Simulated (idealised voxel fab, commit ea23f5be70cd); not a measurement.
The following is a process module called voxel released beams.
cross-section cut | 275 nm wide | cells 5 nm
This document writes a cross-section as a grid whose cells are square, and gives it as bands, listed from the top down; one or more rows of cells form a band. It is stipulated that each band's entry specify, in nanometres, the height of the top of the band and then that of its bottom, followed by the materials of the band in left-to-right sequence, each together with its width in nanometres. A single material marked by the word "all across" is understood to fill the band from edge to edge; the word "blank" is understood to denote empty space. Counting heights begins at 0, where everything beneath is, in the wafer as received, one material. The lowest band has no bottom; it goes on downwards, as "0 nm and below" shows. You'd read "30 to 40" like this: the band's top row of cells is as wide as the first number, its bottom row is as wide as the second, and going down, every row changes width by the same amount as the row before did. It should be understood that the words "no modifications", when stated for a given step, signify that the cross-section underwent no change in any of its cells during that step. The label "Enclosed void list" introduces a list of the empty spaces, 8 cells or larger, that have no open way up to the top; each entry in it reads width x height at distance, where the distance is taken from the left edge and all three are stated in nm. Past the settings on a step's line: simulator remark, on that step. Steps that use a mask can have "overlay nm" on their line. It says how far the mask sat to the right of where it was meant to be. Negative means to the left.
Process steps (planned):
1) RECEIVE, material Si
2) CONFORMAL_DEP, material SiN, thk nm 10
3) DIRECTIONAL_DEP, material SiO2, thk nm 20
4) DIRECTIONAL_DEP, material aC, thk nm 15
5) PATTERN, tone open, mask id ANCHOR, material resist, width nm 30, thk nm 35, overlay nm 0
6) DIRECTIONAL_ETCH, etch materials aC, depth nm 15
7) STRIP, etch materials resist
8) DIRECTIONAL_ETCH, etch materials SiO2, depth nm 20
9) STRIP, etch materials aC
10) CONFORMAL_DEP, material TiN, thk nm 10
11) PATTERN, tone cover, mask id BEAM, material resist, width nm 75, thk nm 15, overlay nm 0
12) DIRECTIONAL_ETCH, etch materials TiN, depth nm 10
13) STRIP, etch materials resist
14) STRIP, etch materials SiO2
Cross-section of the wafer as it came to us, i.e., already through step 1:
0 nm and below: Si all across
Enclosed void list: none
End-of-module XS, first of two wafers, run as planned:
40 nm to 30 nm: 95 nm blank, then 15 nm TiN, then 10 nm blank, then 50 nm TiN, then 105 nm blank
30 nm to 20 nm: 100 nm blank, then 10 nm TiN, then 10 nm blank, then 10 nm TiN, then 145 nm blank
20 nm to 10 nm: 100 nm blank, then 30 nm TiN, then 145 nm blank
10 nm to 0 nm: SiN all across
0 nm and below: Si all across
Enclosed void list: none
So this is wafer number two of the two, cut at the end of the module - it started where the first did and had the same plan, we just got one thing wrong running it:
40 nm to 35 nm: 95 nm blank, then 15 nm TiN, then 10 nm blank, then 50 nm TiN, then 105 nm blank
35 nm to 30 nm: 110 nm TiN, then 10 nm blank, then 155 nm TiN
30 nm to 20 nm: 100 nm SiO2, then 10 nm TiN, then 10 nm blank, then 10 nm TiN, then 145 nm SiO2
20 nm to 10 nm: 100 nm SiO2, then 30 nm TiN, then 145 nm SiO2
10 nm to 0 nm: SiN all across
0 nm and below: Si all across
Enclosed void list: none
Misprocessing identified: step 12 changed vs plan, executed as DIRECTIONAL_ETCH, etch materials TiN, depth nm 5
Final tally in cells, some materials are higher or lower on the second wafer than on the first: 196 more of SiO2; 40 more of TiN
